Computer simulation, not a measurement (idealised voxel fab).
The process module that follows is named voxel gate over fins.
Cross-sectional view cut (width: 250 nm; square cell size: 5 nm).
Think of the cross-section as a grid of square cells. We describe it in bands, top to bottom, and each band covers one or more rows of those cells. Band: top and bottom heights (nm) first, top before bottom; then materials from left to right, widths in nm. "all across" marks a sole material filling the band edge to edge. "blank" denotes empty space. Basically, 0 is our baseline, since under it the wafer straight out of the box is all one material. The bottom band has no lower end and keeps on going down, so it looks like "0 nm and below". Width spec "30 to 40" -> top row of cells at first value, bottom row at second value, equal per-row change in between. Any step labelled "no alterations made" changed none of the cells in the cross-section. "Closed empty spaces" - sealed voids, min. 8 cells, no opening to top; format: width x height at distance (distance from left edge; nm throughout). after a step's settings: what the simulator itself notes on the step. Each step line may optionally specify "overlay nm", which for a step with a mask gives the rightward distance between the mask's planned place and where it lay, a negative value indicating the leftward direction.

[Here's what the planned process steps look like]
1 op RECEIVE | material Si
2 op CONFORMAL_DEP | material SiN | thk nm 5
3 op MASKED_ETCH | tone cover | mask id FINS | width nm 15 | pitch nm 35 | etch materials SiN | depth nm 5 | overlay nm 0
4 op MASKED_ETCH | tone cover | mask id FINS | width nm 15 | pitch nm 35 | etch materials Si | depth nm 35 | overlay nm 0
5 op OXIDIZE | depth nm 5
6 op FILL_DEP | material SiO2 | thk nm 10
7 op CMP | height nm 5
8 op SELECTIVE_ETCH | etch materials SiO2 | depth nm 15
9 op STRIP | etch materials SiN
10 op CONFORMAL_DEP | material HfO2 | thk nm 5
11 op CONFORMAL_DEP | material TiN | thk nm 5
12 op CONFORMAL_DEP | material TiAl | thk nm 5
13 op CONFORMAL_DEP | material TiN | thk nm 5
14 op FILL_DEP | material W | thk nm 10
15 op CMP | height nm 25
16 op CONFORMAL_DEP | material SiN | thk nm 10

[First of two wafers, processed according to plan]

[Shown in cross-section is the wafer as received, that is, as it stands after step 1]
* 0 nm and below  Si all across
* Closed empty spaces: none

[Sectional view: wafer, after step 2]
* 5 nm to 0 nm  SiN all across
* Below 0 it's all the same as before, nothing changed down there.

[Sectional view: wafer, after step 3]
* 5 nm to 0 nm  blank (100) | SiN (15) | blank (20) | SiN (15) | blank (100)
* Below 0 it's all the same as before, nothing changed down there.

[Sectional view: wafer, after step 4]
* 5 nm to 0 nm  blank (100) | SiN (15) | blank (20) | SiN (15) | blank (100)
* 0 nm to -35 nm  blank (100) | Si (15) | blank (20) | Si (15) | blank (100)
* Below -35 it's all the same as before, nothing changed down there.

[Sectional view: wafer, after step 5]
* 5 nm to 0 nm  blank (100) | SiN (15) | blank (20) | SiN (15) | blank (100)
* 0 nm to -35 nm  blank (100) | SiO2 (5) | Si (5) | SiO2 (5) | blank (20) | SiO2 (5) | Si (5) | SiO2 (5) | blank (100)
* -35 nm to -40 nm  SiO2 (105) | Si (5) | SiO2 (30) | Si (5) | SiO2 (105)
* Below -40 it's all the same as before, nothing changed down there.

[Sectional view: wafer, after step 6]
* 15 nm to 5 nm  SiO2 all across
* 5 nm to 0 nm  SiO2 (100) | SiN (15) | SiO2 (20) | SiN (15) | SiO2 (100)
* 0 nm to -40 nm  SiO2 (105) | Si (5) | SiO2 (30) | Si (5) | SiO2 (105)
* Below -40 it's all the same as before, nothing changed down there.

[Sectional view: wafer, after step 7]
* 5 nm to 0 nm  SiO2 (100) | SiN (15) | SiO2 (20) | SiN (15) | SiO2 (100)
* Below 0 it's all the same as before, nothing changed down there.

[Sectional view: wafer, after step 8]
* 5 nm to 0 nm  blank (100) | SiN (15) | blank (20) | SiN (15) | blank (100)
* 0 nm to -10 nm  blank (105) | Si (5) | blank (30) | Si (5) | blank (105)
* Below -10 it's all the same as before, nothing changed down there.

[Sectional view: wafer, after step 9]
* 0 nm to -10 nm  blank (105) | Si (5) | blank (30) | Si (5) | blank (105)
* Below -10 it's all the same as before, nothing changed down there.

[Sectional view: wafer, after step 10]
* 5 nm to 0 nm  blank (100) | HfO2 (15) | blank (20) | HfO2 (15) | blank (100)
* 0 nm to -5 nm  blank (100) | HfO2 (5) | Si (5) | HfO2 (5) | blank (20) | HfO2 (5) | Si (5) | HfO2 (5) | blank (100)
* -5 nm to -10 nm  HfO2 (105) | Si (5) | HfO2 (30) | Si (5) | HfO2 (105)
* Below -10 it's all the same as before, nothing changed down there.

[Sectional view: wafer, after step 11]
* 10 nm to 5 nm  blank (95) | TiN (25) | blank (10) | TiN (25) | blank (95)
* 5 nm to 0 nm  blank (95) | TiN (5) | HfO2 (15) | TiN (5) | blank (10) | TiN (5) | HfO2 (15) | TiN (5) | blank (95)
* 0 nm to -5 nm  TiN (100) | HfO2 (5) | Si (5) | HfO2 (5) | TiN (20) | HfO2 (5) | Si (5) | HfO2 (5) | TiN (100)
* Below -5 it's all the same as before, nothing changed down there.

[Sectional view: wafer, after step 12]
* 15 nm to 10 nm  blank (90) | TiAl (70) | blank (90)
* 10 nm to 5 nm  blank (90) | TiAl (5) | TiN (25) | TiAl (10) | TiN (25) | TiAl (5) | blank (90)
* 5 nm to 0 nm  TiAl (95) | TiN (5) | HfO2 (15) | TiN (5) | TiAl (10) | TiN (5) | HfO2 (15) | TiN (5) | TiAl (95)
* Below 0 it's all the same as before, nothing changed down there.

[Sectional view: wafer, after step 13]
* 20 nm to 15 nm  blank (85) | TiN (80) | blank (85)
* 15 nm to 10 nm  blank (85) | TiN (5) | TiAl (70) | TiN (5) | blank (85)
* 10 nm to 5 nm  TiN (90) | TiAl (5) | TiN (25) | TiAl (10) | TiN (25) | TiAl (5) | TiN (90)
* Below 5 it's all the same as before, nothing changed down there.

[Sectional view: wafer, after step 14]
* 30 nm to 20 nm  W all across
* 20 nm to 15 nm  W (85) | TiN (80) | W (85)
* 15 nm to 10 nm  W (85) | TiN (5) | TiAl (70) | TiN (5) | W (85)
* Below 10 it's all the same as before, nothing changed down there.

[Sectional view: wafer, after step 15]
* 25 nm to 20 nm  W all across
* Below 20 it's all the same as before, nothing changed down there.

[Sectional view: wafer, after step 16]
* 35 nm to 25 nm  SiN all across
* Below 25 it's all the same as before, nothing changed down there.

[Second wafer: same start and same plan as the first, one execution error; identical to the first through step 11]

Here is the second wafer in cross-section at the point where step 12 of the plan should have been done: no alterations made

[Here is the second wafer in cross-section at the point where step 13 of the plan should have been done]
* 15 nm to 5 nm  blank (90) | TiN (70) | blank (90)
* 5 nm to 0 nm  TiN (100) | HfO2 (15) | TiN (20) | HfO2 (15) | TiN (100)
* Below 0 it's all the same as before, nothing changed down there.

[Here is the second wafer in cross-section at the point where step 14 of the plan should have been done]
* 25 nm to 15 nm  W all across
* 15 nm to 5 nm  W (90) | TiN (70) | W (90)
* Below 5 it's all the same as before, nothing changed down there.

Here is the second wafer in cross-section at the point where step 15 of the plan should have been done: no alterations made

[Here is the second wafer in cross-section at the point where step 16 of the plan should have been done]
* 35 nm to 25 nm  SiN all across
* Below 25 it's all the same as before, nothing changed down there.
Short version of what went wrong: heads up, step 12 of the plan was skipped and never actually ran
The second wafer ends with more or fewer cells of some materials than the first, per final count: TiAl -58 | TiN +4 | W +54
